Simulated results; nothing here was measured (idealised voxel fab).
This section sets out a process module, namely voxel wiring stack.
Square cells of 5 nm make up the cross-section cut, whose width is 215 nm.
Cross-section = grid of square cells, listed top down in bands; band = one or more rows. Within each band entry, the heights of the top and of the bottom of the band appear first, in that order and in nm; the materials of the band then follow from left to right, each with its corresponding width in nm. The designation "all across" on a single material indicates that it fills the band from edge to edge; the designation "blank" indicates empty space. Height is counted from the level 0, under which the received wafer is composed throughout of one material. The lowest of the bands is not closed at the bottom but continues downward, in the notation "0 nm and below". The expression "30 to 40" gives the width at the extremes of the band, the first number at its top row of cells and the second at its bottom row, with the width changing by equal amounts from each row to the next in between. When a step is marked "same as before", none of the cells in the cross-section changed during that step. Under "Enclosed void inventory" you'll find the enclosed gaps, the ones with no way out to the top, that are 8 cells or bigger; each reads width x height at distance, with distance counted from the left edge, everything in nm. On each step's line, the part that comes after the settings is the simulator's own comment on the step. overlay nm: mask right of planned place by this much (step with mask). Neg. = left.
-- Process steps foreseen in the plan
1) RECEIVE, material Si
2) CONFORMAL_DEP, material SiO2, thk nm 10
3) CONFORMAL_DEP, material SiCN, thk nm 5
4) DIRECTIONAL_DEP, material SiO2, thk nm 15
5) MASKED_ETCH, tone open, mask id METAL_1, width nm 25, pitch nm 50, etch materials SiO2, depth nm 15, overlay nm 0
6) MASKED_ETCH, tone open, mask id METAL_1, width nm 25, pitch nm 50, etch materials SiCN, depth nm 5, overlay nm 0
7) CONFORMAL_DEP, material TiN, thk nm 5
8) FILL_DEP, material W, thk nm 5
9) CMP, height nm 30
10) CONFORMAL_DEP, material SiCN, thk nm 5
11) DIRECTIONAL_DEP, material lowk, thk nm 20
12) PATTERN, tone open, mask id PLUG_1, material resist, width nm 15, pitch nm 100, thk nm 15, overlay nm 0
13) DIRECTIONAL_ETCH, etch materials lowk, depth nm 20
14) DIRECTIONAL_ETCH, etch materials SiCN, depth nm 5
15) STRIP, etch materials resist
16) EPI, material Ru, thk nm 10
17) EPI, material Ru, thk nm 10
18) EPI, material Ru, thk nm 5
19) DIRECTIONAL_DEP, material TiN, thk nm 5
20) DIRECTIONAL_DEP, material Ru, thk nm 20
21) PATTERN, tone cover, mask id METAL_2, material resist, width nm 25, pitch nm 50, thk nm 20, overlay nm 0
22) DIRECTIONAL_ETCH, etch materials Ru, depth nm 20
23) DIRECTIONAL_ETCH, etch materials TiN, depth nm 5
24) STRIP, etch materials resist
25) FILL_DEP, material SiO2, thk nm 10
26) CMP, height nm 80
27) CONFORMAL_DEP, material SiCN, thk nm 5
28) DIRECTIONAL_DEP, material lowk, thk nm 15
29) PATTERN, tone open, mask id PLUG_2, material resist, width nm 15, pitch nm 100, thk nm 20, overlay nm 0
30) DIRECTIONAL_ETCH, etch materials lowk, depth nm 15
31) DIRECTIONAL_ETCH, etch materials SiCN, depth nm 5
32) STRIP, etch materials resist
33) CONFORMAL_DEP, material TiN, thk nm 5
34) FILL_DEP, material Cu, thk nm 5
35) CMP, height nm 100
36) DIRECTIONAL_DEP, material TiN, thk nm 5
37) DIRECTIONAL_DEP, material Ru, thk nm 15
38) MASKED_ETCH, tone cover, mask id METAL_3, width nm 25, pitch nm 50, etch materials Ru, depth nm 15, overlay nm 0
39) MASKED_ETCH, tone cover, mask id METAL_3, width nm 25, pitch nm 50, etch materials TiN, depth nm 5, overlay nm 0
40) FILL_DEP, material SiO2, thk nm 10
41) CMP, height nm 120
42) CONFORMAL_DEP, material SiN, thk nm 5
-- as received, after step 1
  0 nm and below  Si all across
  Enclosed void inventory: none
-- Cross-section: first of two wafers, module finished, run according to plan
  125 nm to 120 nm  SiN all across
  120 nm to 105 nm  SiO2 45 nm / Ru 25 nm / SiO2 25 nm / Ru 25 nm / SiO2 25 nm / Ru 25 nm / SiO2 45 nm
  105 nm to 100 nm  SiO2 45 nm / TiN 25 nm / SiO2 25 nm / TiN 25 nm / SiO2 25 nm / TiN 25 nm / SiO2 45 nm
  100 nm to 85 nm  lowk 45 nm / TiN 5 nm / Cu 5 nm / TiN 5 nm / lowk 85 nm / TiN 5 nm / Cu 5 nm / TiN 5 nm / lowk 55 nm
  85 nm to 80 nm  SiCN 45 nm / TiN 15 nm / SiCN 85 nm / TiN 15 nm / SiCN 55 nm
  80 nm to 60 nm  SiO2 45 nm / Ru 25 nm / SiO2 25 nm / Ru 25 nm / SiO2 25 nm / Ru 25 nm / SiO2 45 nm
  60 nm to 55 nm  SiO2 45 nm / TiN 25 nm / SiO2 25 nm / TiN 25 nm / SiO2 25 nm / TiN 25 nm / SiO2 45 nm
  55 nm to 35 nm  lowk 45 nm / Ru 15 nm / lowk 85 nm / Ru 15 nm / lowk 55 nm
  35 nm to 30 nm  SiCN 45 nm / Ru 15 nm / SiCN 85 nm / Ru 15 nm / SiCN 55 nm
  30 nm to 15 nm  SiO2 45 nm / TiN 5 nm / W 15 nm / TiN 5 nm / SiO2 25 nm / TiN 5 nm / W 15 nm / TiN 5 nm / SiO2 25 nm / TiN 5 nm / W 15 nm / TiN 5 nm / SiO2 45 nm
  15 nm to 10 nm  SiCN 45 nm / TiN 25 nm / SiCN 25 nm / TiN 25 nm / SiCN 25 nm / TiN 25 nm / SiCN 45 nm
  10 nm to 0 nm  SiO2 all across
  0 nm and below  Si all across
  Enclosed void inventory: none
-- Cross-section at end of module for the second wafer of two, which matched the first in starting point and plan and differed by one mistake in its processing
  125 nm to 120 nm  SiN all across
  120 nm to 105 nm  SiO2 45 nm / Ru 25 nm / SiO2 25 nm / Ru 25 nm / SiO2 25 nm / Ru 25 nm / SiO2 45 nm
  105 nm to 100 nm  SiO2 45 nm / TiN 25 nm / SiO2 25 nm / TiN 25 nm / SiO2 25 nm / TiN 25 nm / SiO2 45 nm
  100 nm to 85 nm  lowk 45 nm / TiN 5 nm / Cu 5 nm / TiN 5 nm / lowk 85 nm / TiN 5 nm / Cu 5 nm / TiN 5 nm / lowk 55 nm
  85 nm to 80 nm  SiCN 45 nm / TiN 15 nm / SiCN 85 nm / TiN 15 nm / SiCN 55 nm
  80 nm to 70 nm  SiO2 60 nm / Ru 10 nm / SiO2 25 nm / Ru 25 nm / SiO2 40 nm / Ru 10 nm / SiO2 45 nm
  70 nm to 60 nm  SiO2 45 nm / Ru 25 nm / SiO2 25 nm / Ru 25 nm / SiO2 25 nm / Ru 25 nm / SiO2 45 nm
  60 nm to 55 nm  SiO2 45 nm / Ru 15 nm / TiN 10 nm / SiO2 25 nm / TiN 25 nm / SiO2 25 nm / Ru 15 nm / TiN 10 nm / SiO2 45 nm
  55 nm to 50 nm  lowk 45 nm / Ru 15 nm / lowk 85 nm / Ru 15 nm / lowk 55 nm
  50 nm to 45 nm  lowk 45 nm / TiN 15 nm / lowk 85 nm / TiN 15 nm / lowk 55 nm
  45 nm to 35 nm  lowk 45 nm / Ru 15 nm / lowk 85 nm / Ru 15 nm / lowk 55 nm
  35 nm to 30 nm  SiCN 45 nm / Ru 15 nm / SiCN 85 nm / Ru 15 nm / SiCN 55 nm
  30 nm to 15 nm  SiO2 45 nm / TiN 5 nm / W 15 nm / TiN 5 nm / SiO2 25 nm / TiN 5 nm / W 15 nm / TiN 5 nm / SiO2 25 nm / TiN 5 nm / W 15 nm / TiN 5 nm / SiO2 45 nm
  15 nm to 10 nm  SiCN 45 nm / TiN 25 nm / SiCN 25 nm / TiN 25 nm / SiCN 25 nm / TiN 25 nm / SiCN 45 nm
  10 nm to 0 nm  SiO2 all across
  0 nm and below  Si all across
  Enclosed void inventory: none
Here's what went sideways: one of the identical steps 16 and 17 is absent from the process, and it is not possible to establish which
Final comparison by cell count, materials where the second wafer has more or fewer than the first: Ru -12; SiO2 +12
